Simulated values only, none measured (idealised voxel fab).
This is a process module. Its name is voxel capacitor over wiring.
The figure presents cross-section cut, which has a width of 240 nm and is divided into square cells with an edge length of 5 nm.
Bands, listed from the top down, are how a cross-section gets written in this document; the cross-section itself is a grid of square cells, and a band is one or more rows of them.
Heights first: top, then bottom, in nm. Then materials, left to right, each with a width in nm. "everywhere" on a single material: fills the band edge to edge. "blank": empty space.
Ref level 0: as-received wafer is one material below here. Bottom band extends down with no lower bound ("0 -> down").
You'd read "30..40" like this: the band's top row of cells is as wide as the first number, its bottom row is as wide as the second, and going down, every row changes width by the same amount as the row before did.
The cross-section has no changed cell in any step marked "no change".
Entry "Cavities, closed" = empty spaces >= 8 cells with no open way to the top; each as width x height at distance, distance from left edge, all nm.
after a step's settings: what the simulator itself notes on the step
overlay nm: for a step with a mask, the amount by which the mask lay right of where it was planned; a negative amount means left of it.
PROCESS STEPS - PLAN
1) RECEIVE (material Si)
2) CONFORMAL_DEP (material SiO2; thk nm 10)
3) DIRECTIONAL_DEP (material TiN; thk nm 5)
4) DIRECTIONAL_DEP (material Ru; thk nm 15)
5) DIRECTIONAL_DEP (material aC; thk nm 15)
6) PATTERN (tone cover; mask id METAL_1; material resist; width nm 30; pitch nm 85; thk nm 35; overlay nm 0)
7) DIRECTIONAL_ETCH (etch materials aC; depth nm 15)
8) STRIP (etch materials resist)
9) DIRECTIONAL_ETCH (etch materials Ru; depth nm 15)
10) DIRECTIONAL_ETCH (etch materials TiN; depth nm 5)
11) STRIP (etch materials aC)
12) CONFORMAL_DEP (material SiCN; thk nm 5)
13) FILL_DEP (material lowk; thk nm 5)
14) CMP (height nm 30)
15) CONFORMAL_DEP (material SiCN; thk nm 5)
16) DIRECTIONAL_DEP (material SiO2; thk nm 20)
17) MASKED_ETCH (tone open; mask id PLUG_1; width nm 15; etch materials SiO2; depth nm 20; overlay nm 0)
18) MASKED_ETCH (tone open; mask id PLUG_1; width nm 15; etch materials SiCN; depth nm 5; overlay nm 0)
19) EPI (material Ru; thk nm 10)
20) EPI (material Ru; thk nm 10)
21) EPI (material Ru; thk nm 5)
22) DIRECTIONAL_DEP (material TiN; thk nm 10)
23) DIRECTIONAL_DEP (material Al2O3; thk nm 5)
24) DIRECTIONAL_DEP (material TiN; thk nm 10)
25) DIRECTIONAL_DEP (material aC; thk nm 15)
26) PATTERN (tone cover; mask id UPPER_PLATE; material resist; width nm 60; thk nm 30; overlay nm 0)
27) DIRECTIONAL_ETCH (etch materials aC; depth nm 15)
28) STRIP (etch materials resist)
29) DIRECTIONAL_ETCH (etch materials TiN; depth nm 10)
30) DIRECTIONAL_ETCH (etch materials Al2O3; depth nm 5)
31) STRIP (etch materials aC)
32) PATTERN (tone cover; mask id LOWER_PLATE; material resist; width nm 70; thk nm 15; overlay nm 0)
33) DIRECTIONAL_ETCH (etch materials TiN; depth nm 10)
34) STRIP (etch materials resist)
35) FILL_DEP (material SiO2; thk nm 15)
36) CMP (height nm 90)
37) PATTERN (tone open; mask id PLUG_2; material resist; width nm 15; thk nm 20; overlay nm 0)
38) DIRECTIONAL_ETCH (etch materials SiO2; depth nm 10)
39) STRIP (etch materials resist)
40) CONFORMAL_DEP (material TiN; thk nm 5)
41) FILL_DEP (material W; thk nm 10)
42) CMP (height nm 90)
43) CONFORMAL_DEP (material SiN; thk nm 5)
THIS IS THE CROSS-SECTION OF THE WAFER AS WE RECEIVED IT, I.E. AFTER STEP 1
* 0 -> down: Si everywhere
* Cavities, closed: none
END-OF-MODULE CROSS-SECTION OF THE FIRST OF TWO WAFERS, PROCESSED AS PLANNED
* 95 -> 90: SiN everywhere
* 90 -> 85: 85 of SiO2  5 of TiN  5 of W  5 of TiN  140 of SiO2
* 85 -> 80: 85 of SiO2  15 of TiN  140 of SiO2
* 80 -> 70: 75 of SiO2  60 of TiN  105 of SiO2
* 70 -> 65: 75 of SiO2  60 of Al2O3  105 of SiO2
* 65 -> 55: 70 of SiO2  70 of TiN  100 of SiO2
* 55 -> 35: 75 of SiO2  15 of Ru  150 of SiO2
* 35 -> 30: 75 of SiCN  15 of Ru  150 of SiCN
* 30 -> 15: 55 of lowk  5 of SiCN  30 of Ru  5 of SiCN  45 of lowk  5 of SiCN  30 of Ru  5 of SiCN  60 of lowk
* 15 -> 10: 60 of SiCN  30 of TiN  55 of SiCN  30 of TiN  65 of SiCN
* 10 -> 0: SiO2 everywhere
* 0 -> down: Si everywhere
* Cavities, closed: none
CROSS-SECTION, WAFER TWO OF TWO, END OF MODULE: SAME START AND PLAN AS WAFER ONE, ONE ERROR IN EXECUTION
* 95 -> 90: SiN everywhere
* 90 -> 85: 85 of SiO2  5 of TiN  5 of W  5 of TiN  140 of SiO2
* 85 -> 80: 85 of SiO2  15 of TiN  140 of SiO2
* 80 -> 70: 70 of SiO2  60 of TiN  110 of SiO2
* 70 -> 65: 70 of SiO2  60 of Al2O3  110 of SiO2
* 65 -> 55: 70 of SiO2  70 of TiN  100 of SiO2
* 55 -> 35: 75 of SiO2  15 of Ru  150 of SiO2
* 35 -> 30: 75 of SiCN  15 of Ru  150 of SiCN
* 30 -> 15: 55 of lowk  5 of SiCN  30 of Ru  5 of SiCN  45 of lowk  5 of SiCN  30 of Ru  5 of SiCN  60 of lowk
* 15 -> 10: 60 of SiCN  30 of TiN  55 of SiCN  30 of TiN  65 of SiCN
* 10 -> 0: SiO2 everywhere
* 0 -> down: Si everywhere
* Cavities, closed: none
Which mistake was made when the wafer was run? step 26 was not run as planned; what actually ran was PATTERN (tone cover; mask id UPPER_PLATE; material resist; width nm 60; thk nm 30; overlay nm -5)
When the process is done, the second wafer contains the same cell count of every material as the first wafer, but distributed over other locations.
